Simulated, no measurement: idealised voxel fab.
Process module name: voxel wiring stack
290 nm wide, 5 nm square cells: that's cross-section cut.
In this document a cross-section is written as a grid of square cells. It is given as a series of bands, listed from the top down, and a band is one or more rows of cells. First you get the band's top height and its bottom height, in nm, and then the materials it's made of, left to right, with each width in nm. If you see a single material with "edge to edge", that one covers the band edge to edge. "empty" is empty space. Ref level 0: as-received wafer is one material below here. Bottom band extends down with no lower bound ("from 0 down"). A width such as "30->40" changes by the same amount from each row of cells to the next, from the band's top row to its bottom row. Key: "nothing altered" - step with no changed cell in the cross-section. Voids not open to the top, 8 cells minimum: see "Closed internal voids". Written width x height at distance; distance is from the left edge; nm. Read whatever lies past the settings on a step's line as the simulator's own remark about the step. Among the settings permitted on a step's line is "overlay nm"; applied to a step with a mask, it specifies the extent to which the mask lay to the right of its planned position, whereas a negative figure signifies a position to the left.
-- Process steps - plan
1) RECEIVE | material Si
2) CONFORMAL_DEP | material SiO2 | thk nm 10
3) DIRECTIONAL_DEP | material TiN | thk nm 5
4) DIRECTIONAL_DEP | material W | thk nm 20
5) MASKED_ETCH | tone cover | mask id METAL_1 | width nm 25 | pitch nm 45 | etch materials W | depth nm 20 | overlay nm 0
6) MASKED_ETCH | tone cover | mask id METAL_1 | width nm 25 | pitch nm 45 | etch materials TiN | depth nm 5 | overlay nm 0
7) FILL_DEP | material lowk | thk nm 5
8) CMP | height nm 35
9) CONFORMAL_DEP | material SiCN | thk nm 5
10) DIRECTIONAL_DEP | material lowk | thk nm 30
11) DIRECTIONAL_DEP | material aC | thk nm 10
12) PATTERN | tone open | mask id METAL_2_HOLES | material resist | width nm 15 | thk nm 30 | overlay nm 0
13) DIRECTIONAL_ETCH | etch materials aC | depth nm 10
14) STRIP | etch materials resist
15) DIRECTIONAL_ETCH | etch materials lowk | depth nm 30
16) STRIP | etch materials aC
17) MASKED_ETCH | tone open | mask id METAL_2 | width nm 25 | pitch nm 45 | etch materials lowk | depth nm 15 | overlay nm 0
18) MASKED_ETCH | tone open | mask id METAL_2 | width nm 25 | pitch nm 45 | etch materials SiCN | depth nm 5 | overlay nm 0
19) CONFORMAL_DEP | material TiN | thk nm 5
20) FILL_DEP | material Ru | thk nm 10
21) CMP | height nm 70
22) CONFORMAL_DEP | material SiN | thk nm 5
-- First wafer of two (run as planned)
-- as received, after step 1
- from 0 down = Si edge to edge
- Closed internal voids: none
-- You're looking at a cross-section of the wafer after step 2
- from 10 to 0 = SiO2 edge to edge
- Anything lower than 0 is untouched.
-- You're looking at a cross-section of the wafer after step 3
- from 15 to 10 = TiN edge to edge
- Anything lower than 10 is untouched.
-- You're looking at a cross-section of the wafer after step 4
- from 35 to 15 = W edge to edge
- Anything lower than 15 is untouched.
-- You're looking at a cross-section of the wafer after step 5
- from 35 to 15 = empty (110) / W (25) / empty (20) / W (25) / empty (110)
- Anything lower than 15 is untouched.
-- You're looking at a cross-section of the wafer after step 6
- from 35 to 15 = empty (110) / W (25) / empty (20) / W (25) / empty (110)
- from 15 to 10 = empty (110) / TiN (25) / empty (20) / TiN (25) / empty (110)
- Anything lower than 10 is untouched.
-- You're looking at a cross-section of the wafer after step 7
- from 40 to 35 = lowk edge to edge
- from 35 to 15 = lowk (110) / W (25) / lowk (20) / W (25) / lowk (110)
- from 15 to 10 = lowk (110) / TiN (25) / lowk (20) / TiN (25) / lowk (110)
- Anything lower than 10 is untouched.
-- You're looking at a cross-section of the wafer after step 8
- from 35 to 15 = lowk (110) / W (25) / lowk (20) / W (25) / lowk (110)
- Anything lower than 15 is untouched.
-- You're looking at a cross-section of the wafer after step 9
- from 40 to 35 = SiCN edge to edge
- Anything lower than 35 is untouched.
-- You're looking at a cross-section of the wafer after step 10
- from 70 to 40 = lowk edge to edge
- Anything lower than 40 is untouched.
-- You're looking at a cross-section of the wafer after step 11
- from 80 to 70 = aC edge to edge
- Anything lower than 70 is untouched.
-- You're looking at a cross-section of the wafer after step 12
- from 110 to 80 = resist (110) / empty (15) / resist (165)
- Anything lower than 80 is untouched.
-- You're looking at a cross-section of the wafer after step 13
- from 100 to 80 = resist (110) / empty (15) / resist (165)
- from 80 to 70 = aC (110) / empty (15) / aC (165)
- Anything lower than 70 is untouched.
-- You're looking at a cross-section of the wafer after step 14
- from 80 to 70 = aC (110) / empty (15) / aC (165)
- Anything lower than 70 is untouched.
-- You're looking at a cross-section of the wafer after step 15
- from 80 to 70 = aC (110) / empty (15) / aC (165)
- from 70 to 40 = lowk (110) / empty (15) / lowk (165)
- Anything lower than 40 is untouched.
-- You're looking at a cross-section of the wafer after step 16
- from 70 to 40 = lowk (110) / empty (15) / lowk (165)
- Anything lower than 40 is untouched.
-- You're looking at a cross-section of the wafer after step 17
- from 70 to 55 = lowk (110) / empty (25) / lowk (20) / empty (25) / lowk (110)
- Anything lower than 55 is untouched.
-- You're looking at a cross-section of the wafer after step 18
- from 70 to 55 = lowk (110) / empty (25) / lowk (20) / empty (25) / lowk (110)
- from 55 to 40 = lowk (110) / empty (15) / lowk (165)
- from 40 to 35 = SiCN (110) / empty (15) / SiCN (165)
- Anything lower than 35 is untouched.
-- You're looking at a cross-section of the wafer after step 19
- from 75 to 70 = TiN (115) / empty (15) / TiN (30) / empty (15) / TiN (115)
- from 70 to 60 = lowk (110) / TiN (5) / empty (15) / TiN (5) / lowk (20) / TiN (5) / empty (15) / TiN (5) / lowk (110)
- from 60 to 55 = lowk (110) / TiN (5) / empty (5) / TiN (15) / lowk (20) / TiN (25) / lowk (110)
- from 55 to 40 = lowk (110) / TiN (5) / empty (5) / TiN (5) / lowk (165)
- from 40 to 35 = SiCN (110) / TiN (15) / SiCN (165)
- Anything lower than 35 is untouched.
-- You're looking at a cross-section of the wafer after step 20
- from 85 to 75 = Ru edge to edge
- from 75 to 70 = TiN (115) / Ru (15) / TiN (30) / Ru (15) / TiN (115)
- from 70 to 60 = lowk (110) / TiN (5) / Ru (15) / TiN (5) / lowk (20) / TiN (5) / Ru (15) / TiN (5) / lowk (110)
- from 60 to 55 = lowk (110) / TiN (5) / Ru (5) / TiN (15) / lowk (20) / TiN (25) / lowk (110)
- from 55 to 40 = lowk (110) / TiN (5) / Ru (5) / TiN (5) / lowk (165)
- Anything lower than 40 is untouched.
-- You're looking at a cross-section of the wafer after step 21
- from 70 to 60 = lowk (110) / TiN (5) / Ru (15) / TiN (5) / lowk (20) / TiN (5) / Ru (15) / TiN (5) / lowk (110)
- Anything lower than 60 is untouched.
-- You're looking at a cross-section of the wafer after step 22
- from 75 to 70 = SiN edge to edge
- Anything lower than 70 is untouched.
-- The Second Wafer: Common Origin and Plan, One Mistake in Execution, Identical to the First Through Step 1
-- The second wafer in cross-section, at the planned close of step 2
- from 10 to 0 = aC edge to edge
- Anything lower than 0 is untouched.
-- The second wafer in cross-section, at the planned close of step 3
- from 15 to 10 = TiN edge to edge
- Anything lower than 10 is untouched.
-- The second wafer in cross-section, at the planned close of step 4
- from 35 to 15 = W edge to edge
- Anything lower than 15 is untouched.
-- The second wafer in cross-section, at the planned close of step 5
- from 35 to 15 = empty (110) / W (25) / empty (20) / W (25) / empty (110)
- Anything lower than 15 is untouched.
-- The second wafer in cross-section, at the planned close of step 6
- from 35 to 15 = empty (110) / W (25) / empty (20) / W (25) / empty (110)
- from 15 to 10 = empty (110) / TiN (25) / empty (20) / TiN (25) / empty (110)
- Anything lower than 10 is untouched.
-- The second wafer in cross-section, at the planned close of step 7
- from 40 to 35 = lowk edge to edge
- from 35 to 15 = lowk (110) / W (25) / lowk (20) / W (25) / lowk (110)
- from 15 to 10 = lowk (110) / TiN (25) / lowk (20) / TiN (25) / lowk (110)
- Anything lower than 10 is untouched.
-- The second wafer in cross-section, at the planned close of step 8
- from 35 to 15 = lowk (110) / W (25) / lowk (20) / W (25) / lowk (110)
- Anything lower than 15 is untouched.
-- The second wafer in cross-section, at the planned close of step 9
- from 40 to 35 = SiCN edge to edge
- Anything lower than 35 is untouched.
-- The second wafer in cross-section, at the planned close of step 10
- from 70 to 40 = lowk edge to edge
- Anything lower than 40 is untouched.
-- The second wafer in cross-section, at the planned close of step 11
- from 80 to 70 = aC edge to edge
- Anything lower than 70 is untouched.
-- The second wafer in cross-section, at the planned close of step 12
- from 110 to 80 = resist (110) / empty (15) / resist (165)
- Anything lower than 80 is untouched.
-- The second wafer in cross-section, at the planned close of step 13
- from 100 to 80 = resist (110) / empty (15) / resist (165)
- from 80 to 70 = aC (110) / empty (15) / aC (165)
- Anything lower than 70 is untouched.
-- The second wafer in cross-section, at the planned close of step 14
- from 80 to 70 = aC (110) / empty (15) / aC (165)
- Anything lower than 70 is untouched.
-- The second wafer in cross-section, at the planned close of step 15
- from 80 to 70 = aC (110) / empty (15) / aC (165)
- from 70 to 40 = lowk (110) / empty (15) / lowk (165)
- Anything lower than 40 is untouched.
-- The second wafer in cross-section, at the planned close of step 16
- from 70 to 40 = lowk (110) / empty (15) / lowk (165)
- Anything lower than 40 is untouched.
-- The second wafer in cross-section, at the planned close of step 17
- from 70 to 55 = lowk (110) / empty (25) / lowk (20) / empty (25) / lowk (110)
- Anything lower than 55 is untouched.
-- The second wafer in cross-section, at the planned close of step 18
- from 70 to 55 = lowk (110) / empty (25) / lowk (20) / empty (25) / lowk (110)
- from 55 to 40 = lowk (110) / empty (15) / lowk (165)
- from 40 to 35 = SiCN (110) / empty (15) / SiCN (165)
- Anything lower than 35 is untouched.
-- The second wafer in cross-section, at the planned close of step 19
- from 75 to 70 = TiN (115) / empty (15) / TiN (30) / empty (15) / TiN (115)
- from 70 to 60 = lowk (110) / TiN (5) / empty (15) / TiN (5) / lowk (20) / TiN (5) / empty (15) / TiN (5) / lowk (110)
- from 60 to 55 = lowk (110) / TiN (5) / empty (5) / TiN (15) / lowk (20) / TiN (25) / lowk (110)
- from 55 to 40 = lowk (110) / TiN (5) / empty (5) / TiN (5) / lowk (165)
- from 40 to 35 = SiCN (110) / TiN (15) / SiCN (165)
- Anything lower than 35 is untouched.
-- The second wafer in cross-section, at the planned close of step 20
- from 85 to 75 = Ru edge to edge
- from 75 to 70 = TiN (115) / Ru (15) / TiN (30) / Ru (15) / TiN (115)
- from 70 to 60 = lowk (110) / TiN (5) / Ru (15) / TiN (5) / lowk (20) / TiN (5) / Ru (15) / TiN (5) / lowk (110)
- from 60 to 55 = lowk (110) / TiN (5) / Ru (5) / TiN (15) / lowk (20) / TiN (25) / lowk (110)
- from 55 to 40 = lowk (110) / TiN (5) / Ru (5) / TiN (5) / lowk (165)
- Anything lower than 40 is untouched.
-- The second wafer in cross-section, at the planned close of step 21
- from 70 to 60 = lowk (110) / TiN (5) / Ru (15) / TiN (5) / lowk (20) / TiN (5) / Ru (15) / TiN (5) / lowk (110)
- Anything lower than 60 is untouched.
-- The second wafer in cross-section, at the planned close of step 22
- from 75 to 70 = SiN edge to edge
- Anything lower than 70 is untouched.
Diagnosis: so step 2 ended up running with a different setting than we planned, it ran as CONFORMAL_DEP | material aC | thk nm 10
Final cells, second wafer relative to first, materials higher or lower: 116 fewer of SiO2; 116 more of aC
